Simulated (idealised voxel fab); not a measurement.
The following is a process module called voxel self aligned contacts.
The figure presents cross-section cut, which has a width of 170 nm and is divided into square cells with an edge length of 5 nm.
If you're reading a cross-section in this doc, picture square cells in a grid; it comes to you as bands, top ones listed first down to the bottom, and a band can be one or more rows of cells. Per band: top height and bottom height in nm, followed by the left-to-right materials and their widths in nm; "throughout" marks a single material spanning edge to edge, "blank" marks empty space. Beneath 0, the wafer as received is one material, and that level is where height counting begins. The lowest band goes on downward without a bottom; it is written like "z 0 and below". Per-row width for "30..40": begins at first number (top row of band), ends at second number (bottom row), increment between rows held constant. A step reported as "no change occurred" is a step in which no cell of the cross-section changed. Voids not open to the top, 8 cells minimum: see "Internal closed voids". Written width x height at distance; distance is from the left edge; nm. What comes after the settings on a step's line is commentary from the simulator itself on that step. Regarding "overlay nm": on a step with a mask, it is the distance the mask lay to the right of its planned place; a negative value places it to the left.

The process steps that were planned are listed below:
1) RECEIVE (material Si)
2) CONFORMAL_DEP (material SiO2; thk nm 5)
3) DIRECTIONAL_DEP (material polySi; thk nm 30)
4) DIRECTIONAL_DEP (material SiN; thk nm 20)
5) MASKED_ETCH (tone cover; mask id GATE; width nm 35; pitch nm 70; etch materials SiN; depth nm 20; overlay nm 0)
6) MASKED_ETCH (tone cover; mask id GATE; width nm 35; pitch nm 70; etch materials polySi; depth nm 30; overlay nm 0)
7) CONFORMAL_DEP (material SiN; thk nm 5)
8) DIRECTIONAL_ETCH (etch materials SiN; depth nm 5)
9) FILL_DEP (material SiO2; thk nm 20)
10) CMP (height nm 65)
11) MASKED_ETCH (tone open; mask id CONTACT; width nm 35; etch materials SiO2; depth nm 65; overlay nm 0)
12) CONFORMAL_DEP (material TiN; thk nm 5)
13) FILL_DEP (material Ru; thk nm 10)
14) CMP (height nm 65)
15) CONFORMAL_DEP (material SiCN; thk nm 5)
What sets these wafers apart? The width nm at step 11. They all start alike, and the plan carries the first wafer's value.

Cut through the first of several wafers as received, post step 1:
  z 0 and below = Si throughout
  Internal closed voids: none

Last step of the module is step 15; after it, the first of several wafers in cross-section:
  z 70 to 65 = SiCN throughout
  z 65 to 55 = 65 nm SiO2, 5..10 nm TiN, 25..15 nm Ru, 5..10 nm TiN, 70 nm SiO2
  z 55 to 35 = 25 nm SiO2, 45 nm SiN, 5 nm TiN, 15 nm Ru, 5 nm TiN, 45 nm SiN, 30 nm SiO2
  z 35 to 5 = 25 nm SiO2, 5 nm SiN, 35 nm polySi, 5 nm SiN, 5 nm TiN, 15 nm Ru, 5 nm TiN, 5 nm SiN, 35 nm polySi, 5 nm SiN, 30 nm SiO2
  z 5 to 0 = 70 nm SiO2, 25 nm TiN, 75 nm SiO2
  z 0 and below = Si throughout
  Internal closed voids: none

End of module: cross-section, last of several wafers:
  z 70 to 65 = SiCN throughout
  z 65 to 55 = 55 nm SiO2, 5..20 nm TiN, 50..15 nm Ru, 5..25 nm TiN, 55 nm SiO2
  z 55 to 35 = 25 nm SiO2, 45 nm SiN, 5 nm TiN, 15 nm Ru, 5 nm TiN, 45 nm SiN, 30 nm SiO2
  z 35 to 5 = 25 nm SiO2, 5 nm SiN, 35 nm polySi, 5 nm SiN, 5 nm TiN, 15 nm Ru, 5 nm TiN, 5 nm SiN, 35 nm polySi, 5 nm SiN, 30 nm SiO2
  z 5 to 0 = 70 nm SiO2, 25 nm TiN, 75 nm SiO2
  z 0 and below = Si throughout
  Internal closed voids: none

wafer rows; end of module; cells per material since receipt: (+) gained, (-) lost; then closed voids:
width nm 35 | +38 Ru | +34 SiCN | +96 SiN | +193 SiO2 | +31 TiN | +84 polySi | Internal closed voids: none
width nm 40 | +39 Ru | +34 SiCN | +96 SiN | +191 SiO2 | +32 TiN | +84 polySi | Internal closed voids: none
width nm 45 | +40 Ru | +34 SiCN | +96 SiN | +189 SiO2 | +33 TiN | +84 polySi | Internal closed voids: none
width nm 50 | +41 Ru | +34 SiCN | +96 SiN | +187 SiO2 | +34 TiN | +84 polySi | Internal closed voids: none
width nm 55 | +42 Ru | +34 SiCN | +96 SiN | +185 SiO2 | +35 TiN | +84 polySi | Internal closed voids: none
width nm 60 | +43 Ru | +34 SiCN | +96 SiN | +183 SiO2 | +36 TiN | +84 polySi | Internal closed voids: none
